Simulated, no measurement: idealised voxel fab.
Presented below is a process module, voxel gate over fins.
It is cross-section cut that appears here, measuring 190 nm in width, its square cells being 5 nm in size.
If you're reading a cross-section in this doc, picture square cells in a grid; it comes to you as bands, top ones listed first down to the bottom, and a band can be one or more rows of cells. Band: top and bottom heights (nm) first, top before bottom; then materials from left to right, widths in nm. "full width" marks a sole material filling the band edge to edge. "air" denotes empty space. Below 0: as-received wafer, all one material; heights counted from there. Lowest band: no bottom, goes on down, written "0 and below". Quick explanation for "30 to 40": the width changes in equal steps down the rows of cells, from the first number in the band's top row to the second number in its bottom row. "remained the same" for a step: no cell of the cross-section changed in that step. Reported under the label "Voids lacking openings" are the empty spaces having no open way to the top and comprising 8 cells or more; the notation for each is width x height at distance, in which the distance is measured from the left edge and all three values are in nm. That trailing text on a step's line, after the settings, is the simulator's own remark on the step. Each step line may optionally specify "overlay nm", which for a step with a mask gives the rightward distance between the mask's planned place and where it lay, a negative value indicating the leftward direction.

**This section lists the process steps that were planned**
1,op RECEIVE | material Si
2,op CONFORMAL_DEP | material SiN | thk nm 10
3,op DIRECTIONAL_DEP | material aC | thk nm 15
4,op PATTERN | tone cover | mask id FINS | material resist | width nm 15 | pitch nm 40 | thk nm 30 | overlay nm 0
5,op DIRECTIONAL_ETCH | etch materials aC | depth nm 15
6,op STRIP | etch materials resist
7,op DIRECTIONAL_ETCH | etch materials SiN | depth nm 10
8,op DIRECTIONAL_ETCH | etch materials Si | depth nm 30
9,op STRIP | etch materials aC
10,op FILL_DEP | material SiO2 | thk nm 10
11,op CMP | height nm 10
12,op SELECTIVE_ETCH | etch materials SiO2 | depth nm 25
13,op STRIP | etch materials SiN
14,op CONFORMAL_DEP | material HfO2 | thk nm 5
15,op CONFORMAL_DEP | material TiN | thk nm 5
16,op CONFORMAL_DEP | material TiAl | thk nm 5
17,op CONFORMAL_DEP | material TiN | thk nm 5
18,op FILL_DEP | material W | thk nm 10
19,op CMP | height nm 25
20,op CONFORMAL_DEP | material SiCN | thk nm 5

**As-received state of the wafer in cross-section, equivalent to post-step 1**
* 0 and below  Si full width
* Voids lacking openings: none

**Cross-sectional result after module completion. Note: starting condition and plan are unchanged from above; one processing mistake was made**
* 30 down to 25  SiCN full width
* 25 down to 20  TiAl full width
* 20 down to 15  TiN full width
* 15 down to 5  50 HfO2, 5 TiN, 35 HfO2, 5 TiN, 35 HfO2, 5 TiN, 55 HfO2
* 5 down to 0  HfO2 full width
* 0 down to -30  45 HfO2, 15 Si, 25 HfO2, 15 Si, 25 HfO2, 15 Si, 50 HfO2
* -30 and below  Si full width
* Voids lacking openings: none
Diagnosis: step 10 did not happen as planned, as run it was op FILL_DEP | material HfO2 | thk nm 10
